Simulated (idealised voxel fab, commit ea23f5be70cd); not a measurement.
process module | voxel transistor to metal
cross-section cut | 180 nm wide | cells 5 nm
A cross-section is a grid of square cells, given in bands from the top down. A band is one or more rows of cells.
Each band's line starts with the height of the band's top and of its bottom, in nm. Then come its materials from left to right, each with its width in nm. One material with "throughout" fills the band from edge to edge. "air" is empty space.
Height 0 is the level under which the wafer as received is all one material. The lowest band goes on downwards, as in "0 down".
A width such as "30 to 40" changes by the same amount from each row of cells to the next, from the band's top row to its bottom row.
"no change" after a step means that no cell of the cross-section changed.
closed voids: empty space of 8 cells or more with no open way to the top, each as width x height at its distance from the left edge, in nm
after a step's settings: what the simulator itself notes on the step
overlay nm, on a step with a mask: how far to the right of its planned place the mask lay; to the left if negative
plan
1 op RECEIVE | material Si
2 op CONFORMAL_DEP | material SiO2 | thk nm 5
3 op CONFORMAL_DEP | material SiN | thk nm 10
4 op MASKED_ETCH | tone cover | mask id ACTIVE | width nm 95 | etch materials SiN | depth nm 10 | overlay nm 0
5 op MASKED_ETCH | tone cover | mask id ACTIVE | width nm 95 | etch materials SiO2 | depth nm 5 | overlay nm 0
6 op MASKED_ETCH | tone cover | mask id ACTIVE | width nm 95 | etch materials Si | depth nm 35 | overlay nm 0
7 op OXIDIZE | depth nm 5
8 op FILL_DEP | material SiO2 | thk nm 10
9 op CMP | height nm 15
10 op SELECTIVE_ETCH | etch materials SiO2 | depth nm 10
11 op STRIP | etch materials SiN
12 op SELECTIVE_ETCH | etch materials SiO2 | depth nm 5
13 op OXIDIZE | depth nm 5
14 op DIRECTIONAL_DEP | material polySi | thk nm 30
15 op DIRECTIONAL_DEP | material SiCN | thk nm 15
16 op PATTERN | tone cover | mask id GATE | material resist | width nm 25 | thk nm 15 | overlay nm 0
17 op DIRECTIONAL_ETCH | etch materials SiCN | depth nm 25
18 op DIRECTIONAL_ETCH | etch materials polySi | depth nm 40
19 op STRIP | etch materials resist
20 op CONFORMAL_DEP | material SiN | thk nm 5
21 op DIRECTIONAL_ETCH | etch materials SiN | depth nm 5
22 op DIRECTIONAL_ETCH | etch materials SiO2 | depth nm 5
23 op EPI | material SiGe | thk nm 5
24 op FILL_DEP | material SiO2 | thk nm 5
25 op CMP | height nm 30
26 op STRIP | etch materials polySi
27 op SELECTIVE_ETCH | etch materials SiO2 | depth nm 5
28 op CONFORMAL_DEP | material HfO2 | thk nm 5
29 op CONFORMAL_DEP | material TiN | thk nm 5
30 op FILL_DEP | material W | thk nm 10
31 op CMP | height nm 25
32 op DIRECTIONAL_DEP | material SiO2 | thk nm 15
33 op PATTERN | tone open | mask id CONTACT | material resist | width nm 15 | pitch nm 70 | thk nm 15 | overlay nm 0
34 op DIRECTIONAL_ETCH | etch materials SiO2 | depth nm 40
35 op STRIP | etch materials resist
36 op CONFORMAL_DEP | material TiN | thk nm 5
37 op FILL_DEP | material Ru | thk nm 10
38 op CMP | height nm 40
39 op CONFORMAL_DEP | material SiN | thk nm 5
40 op DIRECTIONAL_DEP | material SiO2 | thk nm 25
41 op PATTERN | tone open | mask id METAL_1 | material resist | width nm 15 | pitch nm 70 | thk nm 15 | overlay nm 0
42 op DIRECTIONAL_ETCH | etch materials SiO2 | depth nm 25
43 op DIRECTIONAL_ETCH | etch materials SiN | depth nm 5
44 op STRIP | etch materials resist
45 op CONFORMAL_DEP | material TiN | thk nm 5
46 op FILL_DEP | material Cu | thk nm 10
47 op CMP | height nm 70
48 op CONFORMAL_DEP | material SiCN | thk nm 5
49 op DIRECTIONAL_DEP | material SiO2 | thk nm 30
50 op DIRECTIONAL_DEP | material aC | thk nm 10
51 op PATTERN | tone open | mask id METAL_2 | material resist | width nm 15 | pitch nm 70 | thk nm 25 | overlay nm 0
52 op DIRECTIONAL_ETCH | etch materials aC | depth nm 10
53 op STRIP | etch materials resist
54 op DIRECTIONAL_ETCH | etch materials SiO2 | depth nm 15
55 op STRIP | etch materials aC
56 op DIRECTIONAL_DEP | material aC | thk nm 15
57 op PATTERN | tone open | mask id METAL_2_HOLES | material resist | width nm 15 | pitch nm 70 | thk nm 30 | overlay nm 0
58 op DIRECTIONAL_ETCH | etch materials aC | depth nm 15
59 op STRIP | etch materials resist
60 op DIRECTIONAL_ETCH | etch materials SiO2 | depth nm 15
61 op DIRECTIONAL_ETCH | etch materials SiCN | depth nm 5
62 op STRIP | etch materials aC
63 op CONFORMAL_DEP | material TiN | thk nm 5
64 op FILL_DEP | material Cu | thk nm 10
65 op CMP | height nm 105
66 op CONFORMAL_DEP | material SiCN | thk nm 5
as received, after step 1
  0 down: Si throughout
  closed voids: none
a wafer at the end: this start, this plan, one mistake
  110 to 105: SiCN throughout
  105 to 75: SiO2 45 | TiN 5 | Cu 5 | TiN 5 | SiO2 55 | TiN 5 | Cu 5 | TiN 5 | SiO2 50
  75 to 70: SiCN 45 | TiN 15 | SiCN 55 | TiN 15 | SiCN 50
  70 to 45: SiO2 50 | TiN 5 | Cu 5 | TiN 5 | SiO2 55 | TiN 5 | Cu 5 | TiN 5 | SiO2 45
  45 to 40: SiN 50 | TiN 15 | SiN 55 | TiN 15 | SiN 45
  40 to 25: SiO2 45 | TiN 5 | Ru 5 | TiN 5 | SiO2 55 | TiN 5 | Ru 5 | TiN 5 | SiO2 50
  25 to 5: SiO2 45 | TiN 5 | Ru 5 | TiN 5 | SiO2 10 | SiN 5 | HfO2 5 | TiN 5 | W 5 | TiN 5 | HfO2 5 | SiN 5 | SiO2 10 | TiN 5 | Ru 5 | TiN 5 | SiO2 50
  5 to 0: SiO2 45 | TiN 15 | SiO2 10 | SiN 5 | HfO2 5 | TiN 15 | HfO2 5 | SiN 5 | SiO2 10 | TiN 15 | SiO2 50
  0 to -5: SiO2 40 | SiGe 30 | HfO2 35 | SiGe 30 | SiO2 45
  -5 to -40: SiO2 45 | Si 85 | SiO2 50
  -40 down: Si throughout
  closed voids: none
what went wrong: step 41 ran as: op PATTERN | tone open | mask id METAL_1 | material resist | width nm 15 | pitch nm 70 | thk nm 15 | overlay nm 5
